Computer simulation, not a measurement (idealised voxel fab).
Process module heading - voxel released beams
In the cross-section labelled cut, the width is 185 nm and each square cell is 5 nm.
Cross-section, as written here: a square-cell grid given band by band from the top down, where a band holds one or more rows of cells.
For a band, the entry starts with two heights in nm, that of the top and then that of the bottom, and carries on with the band's materials in order from left to right, each alongside its width in nm; the word "throughout" beside a single material means it fills the band edge to edge, and "air" means empty space.
Heights from 0 (as-received wafer is one material below). Bottom band endless downward, as "0 -> down".
Think of "30->40" as a width that walks from the first number to the second as you go down the band, top row to bottom row, taking equal-sized steps from row to row.
No cell of the cross-section changed in a step that is given as "remains unaltered".
The entry "Enclosed void catalog" lists the empty spaces that cover at least 8 cells and have no open path to the top. Each is written as width x height at distance, where the distance is measured from the left edge and all three values are in nm.
It should be noted that, on the line of a given step, the content following the step's settings is a remark produced by the simulator itself with respect to that step.
overlay nm: for a step with a mask, the amount by which the mask lay right of where it was planned; a negative amount means left of it.

## Process steps - plan
| 1 | RECEIVE | material Si |
| 2 | CONFORMAL_DEP | material Al2O3 | thk nm 10 |
| 3 | DIRECTIONAL_DEP | material SiO2 | thk nm 15 |
| 4 | DIRECTIONAL_DEP | material aC | thk nm 15 |
| 5 | PATTERN | tone open | mask id ANCHOR | material resist | width nm 40 | thk nm 35 | overlay nm -15 |
| 6 | DIRECTIONAL_ETCH | etch materials aC | depth nm 15 |
| 7 | STRIP | etch materials resist |
| 8 | DIRECTIONAL_ETCH | etch materials SiO2 | depth nm 15 |
| 9 | STRIP | etch materials aC |
| 10 | CONFORMAL_DEP | material W | thk nm 15 |
| 11 | MASKED_ETCH | tone cover | mask id BEAM | width nm 105 | etch materials W | depth nm 15 | overlay nm 0 |
| 12 | STRIP | etch materials SiO2 |
The plan shows the overlay nm of step 5 as the first wafer had it; this setting differs between the wafers, which start out alike.

## Cross-section, first of several wafers, as delivered after step 1
- 0 -> down | Si throughout
- Enclosed void catalog: none

## Take any row and you have a wafer at the end of the module: how many cells of each material it has gained (+) or lost (-) since it was received, and then its closed voids
overlay nm -15 | +74 Al2O3 | +81 W | Enclosed void catalog: none
overlay nm -10 | +74 Al2O3 | +81 W | Enclosed void catalog: none
overlay nm -5 | +74 Al2O3 | +81 W | Enclosed void catalog: none
overlay nm 0 | +74 Al2O3 | +81 W | Enclosed void catalog: none
overlay nm 5 | +74 Al2O3 | +81 W | Enclosed void catalog: none
overlay nm 10 | +74 Al2O3 | +81 W | Enclosed void catalog: none
overlay nm 15 | +74 Al2O3 | +81 W | Enclosed void catalog: none
